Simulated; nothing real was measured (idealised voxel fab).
Process module name: voxel self aligned vias
Cross-section cut: width 245 nm, square cells of 5 nm.
If you're reading a cross-section in this doc, picture square cells in a grid; it comes to you as bands, top ones listed first down to the bottom, and a band can be one or more rows of cells.
Read a band's entry like this: the first values are the height of its top and the height of its bottom in nm, and what follows is the sequence of materials from left to right, each with its width in nm. Note that "air" is empty space, and that a single material marked "edge to edge" reaches across the band from edge to edge.
A quick word on heights: they are counted from 0, and under that level the wafer as it came to us is one material throughout. The lowest band is different from the rest in having no bottom; it simply continues downward, written as in "0 and below".
The notation "30->40" denotes a width that varies across the rows of cells in the band, beginning at the first number in the top row, finishing at the second number in the bottom row, and changing by an identical amount from each row to the next.
When a step is marked "remained the same", none of the cells in the cross-section changed during that step.
Heads up: "Voids, enclosed" only lists the empty pockets with no open path to the top that are 8 cells or more, and it writes them as width x height at distance, distance from the left edge, in nm.
Heads up: the bit after the settings on a step's line is the simulator's remark on that step.
"overlay nm" on a masked step: distance the mask lay right of its planned place, negative for left.
-- So here's the lineup of process steps we planned
1. op RECEIVE | material Si
2. op CONFORMAL_DEP | material SiO2 | thk nm 10
3. op CONFORMAL_DEP | material SiCN | thk nm 5
4. op DIRECTIONAL_DEP | material SiO2 | thk nm 20
5. op PATTERN | tone open | mask id LINES | material resist | width nm 30 | pitch nm 70 | thk nm 15 | overlay nm 0
6. op DIRECTIONAL_ETCH | etch materials SiO2 | depth nm 30
7. op STRIP | etch materials resist
8. op CONFORMAL_DEP | material TiN | thk nm 5
9. op FILL_DEP | material Ru | thk nm 5
10. op CMP | height nm 45
11. op SELECTIVE_ETCH | etch materials W Ru TiN | depth nm 5
12. op FILL_DEP | material SiN | thk nm 5
13. op CMP | height nm 45
14. op DIRECTIONAL_DEP | material SiO2 | thk nm 20
15. op DIRECTIONAL_DEP | material aC | thk nm 15
16. op PATTERN | tone open | mask id VIAS | material resist | width nm 50 | pitch nm 140 | thk nm 35 | overlay nm 0
17. op DIRECTIONAL_ETCH | etch materials aC | depth nm 15
18. op STRIP | etch materials resist
19. op DIRECTIONAL_ETCH | etch materials SiO2 | depth nm 20
20. op DIRECTIONAL_ETCH | etch materials SiN | depth nm 5
21. op STRIP | etch materials aC
22. op CONFORMAL_DEP | material TiN | thk nm 5
23. op FILL_DEP | material W | thk nm 5
24. op CMP | height nm 65
25. op CONFORMAL_DEP | material SiN | thk nm 5
Where the wafers of this document differ is in the thk nm of step 4; they start out the same, and the plan states the value that applied to the first wafer.
-- Step 1 complete: as-received cross-section of the first of several wafers
> 0 and below = Si edge to edge
> Voids, enclosed: none
-- Here's the first of several wafers in cross-section, end of the module, after the last step, step 25
> 70 down to 65 = SiN edge to edge
> 65 down to 45 = SiO2: 25, then TiN: 5, then W: 40, then TiN: 5, then SiO2: 90, then TiN: 5, then W: 40, then TiN: 5, then SiO2: 30
> 45 down to 40 = SiN: 25, then TiN: 50, then SiN: 90, then TiN: 50, then SiN: 30
> 40 down to 35 = TiN: 40, then Ru: 20, then TiN: 50, then Ru: 20, then TiN: 50, then Ru: 20, then TiN: 45
> 35 down to 20 = SiO2: 35, then TiN: 5, then Ru: 20, then TiN: 5, then SiO2: 40, then TiN: 5, then Ru: 20, then TiN: 5, then SiO2: 40, then TiN: 5, then Ru: 20, then TiN: 5, then SiO2: 40
> 20 down to 15 = SiO2: 35, then TiN: 30, then SiO2: 40, then TiN: 30, then SiO2: 40, then TiN: 30, then SiO2: 40
> 15 down to 10 = SiCN edge to edge
> 10 down to 0 = SiO2 edge to edge
> 0 and below = Si edge to edge
> Voids, enclosed: none
-- Cross-sectional view of the final wafer of several at the module's end
> 70 down to 65 = SiN edge to edge
> 65 down to 50 = SiO2: 25, then TiN: 5, then W: 40, then TiN: 5, then SiO2: 90, then TiN: 5, then W: 40, then TiN: 5, then SiO2: 30
> 50 down to 45 = SiO2: 25, then TiN: 15, then W: 20, then TiN: 15, then SiO2: 90, then TiN: 15, then W: 20, then TiN: 15, then SiO2: 30
> 45 down to 40 = SiO2: 35, then TiN: 30, then SiO2: 40, then SiN: 30, then SiO2: 40, then TiN: 30, then SiO2: 40
> 40 down to 35 = SiO2: 35, then TiN: 5, then Ru: 20, then TiN: 5, then SiO2: 40, then TiN: 5, then Ru: 20, then TiN: 5, then SiO2: 40, then TiN: 5, then Ru: 20, then TiN: 5, then SiO2: 40
> 35 down to 30 = SiO2: 35, then TiN: 30, then SiO2: 40, then TiN: 30, then SiO2: 40, then TiN: 30, then SiO2: 40
> 30 down to 15 = SiO2 edge to edge
> 15 down to 10 = SiCN edge to edge
> 10 down to 0 = SiO2 edge to edge
> 0 and below = Si edge to edge
> Voids, enclosed: none
-- Below, a row for every wafer. Read it as the end-of-module picture: for each material the wafer shows its cells gained (+) or lost (-) since it was received, and then its closed voids
thk nm 20 | +48 Ru | +49 SiCN | +78 SiN | +338 SiO2 | +109 TiN | +64 W | Voids, enclosed: none
thk nm 25 | +48 Ru | +49 SiCN | +78 SiN | +369 SiO2 | +78 TiN | +64 W | Voids, enclosed: none
thk nm 30 | +48 Ru | +49 SiCN | +55 SiN | +400 SiO2 | +78 TiN | +56 W | Voids, enclosed: none
thk nm 35 | +36 Ru | +49 SiCN | +55 SiN | +418 SiO2 | +72 TiN | +56 W | Voids, enclosed: none
thk nm 40 | +24 Ru | +49 SiCN | +55 SiN | +436 SiO2 | +66 TiN | +56 W | Voids, enclosed: none
thk nm 45 | +12 Ru | +49 SiCN | +55 SiN | +454 SiO2 | +60 TiN | +56 W | Voids, enclosed: none
